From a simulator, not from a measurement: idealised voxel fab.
Documented hereafter: the process module known as voxel fin reveal.
285 nm wide, 5 nm square cells: that's cross-section cut.
When this document writes out a cross-section, it uses a grid of square cells and lists it as bands, beginning at the top and moving down, with a band standing for one or more rows of cells. Basically the band line says how high the top is and how high the bottom is, in nm, and then what's in it from left to right, every material with its width in nm. Empty space shows up as "empty", and if a single material carries "throughout" it runs the full band edge to edge. Below 0: as-received wafer, all one material; heights counted from there. Lowest band: no bottom, goes on down, written "0 and below". Per-row width for "30..40": begins at first number (top row of band), ends at second number (bottom row), increment between rows held constant. No cell of the cross-section changed in a step that is given as "nothing altered". Voids not open to the top, 8 cells minimum: see "Voids lacking openings". Written width x height at distance; distance is from the left edge; nm. after a step's settings: what the simulator itself notes on the step. The setting "overlay nm" may be written on the line of a step. When the step uses a mask, the value reports how far to the right of the planned place the mask lay, and a negative value reports that it lay to the left.

# Steps in the process plan
step 1: op RECEIVE | material Si
step 2: op CONFORMAL_DEP | material SiN | thk nm 10
step 3: op DIRECTIONAL_DEP | material aC | thk nm 15
step 4: op PATTERN | tone cover | mask id FINS | material resist | width nm 15 | pitch nm 40 | thk nm 30 | overlay nm 0
step 5: op DIRECTIONAL_ETCH | etch materials aC | depth nm 15
step 6: op STRIP | etch materials resist
step 7: op DIRECTIONAL_ETCH | etch materials SiN | depth nm 10
step 8: op DIRECTIONAL_ETCH | etch materials Si | depth nm 35
step 9: op STRIP | etch materials aC
step 10: op FILL_DEP | material SiO2 | thk nm 10
step 11: op CMP | height nm 10
step 12: op SELECTIVE_ETCH | etch materials SiO2 | depth nm 20
step 13: op STRIP | etch materials SiN
step 14: op CONFORMAL_DEP | material HfO2 | thk nm 5

# Cross-section of the incoming wafer, state after step 1
* 0 and below  Si throughout
* Voids lacking openings: none

# First of two wafers: cross-section at end of module, run per plan
* 5 down to 0  empty=90 | HfO2=25 | empty=15 | HfO2=25 | empty=15 | HfO2=25 | empty=90
* 0 down to -5  empty=90 | HfO2=5 | Si=15 | HfO2=5 | empty=15 | HfO2=5 | Si=15 | HfO2=5 | empty=15 | HfO2=5 | Si=15 | HfO2=5 | empty=90
* -5 down to -10  HfO2=95 | Si=15 | HfO2=25 | Si=15 | HfO2=25 | Si=15 | HfO2=95
* -10 down to -35  SiO2=95 | Si=15 | SiO2=25 | Si=15 | SiO2=25 | Si=15 | SiO2=95
* -35 and below  Si throughout
* Voids lacking openings: none

# Cross-section, wafer two of two, end of module: same start and plan as wafer one, one error in execution
* 5 down to 0  empty=85 | HfO2=25 | empty=15 | HfO2=25 | empty=15 | HfO2=25 | empty=95
* 0 down to -5  empty=85 | HfO2=5 | Si=15 | HfO2=5 | empty=15 | HfO2=5 | Si=15 | HfO2=5 | empty=15 | HfO2=5 | Si=15 | HfO2=5 | empty=95
* -5 down to -10  HfO2=90 | Si=15 | HfO2=25 | Si=15 | HfO2=25 | Si=15 | HfO2=100
* -10 down to -35  SiO2=90 | Si=15 | SiO2=25 | Si=15 | SiO2=25 | Si=15 | SiO2=100
* -35 and below  Si throughout
* Voids lacking openings: none
Want to know what went wrong? the process deviated at step 4: the operation and settings actually run there were op PATTERN | tone cover | mask id FINS | material resist | width nm 15 | pitch nm 40 | thk nm 30 | overlay nm -5
When the process is done, the second wafer contains the same cell count of every material as the first wafer, but distributed over other locations.
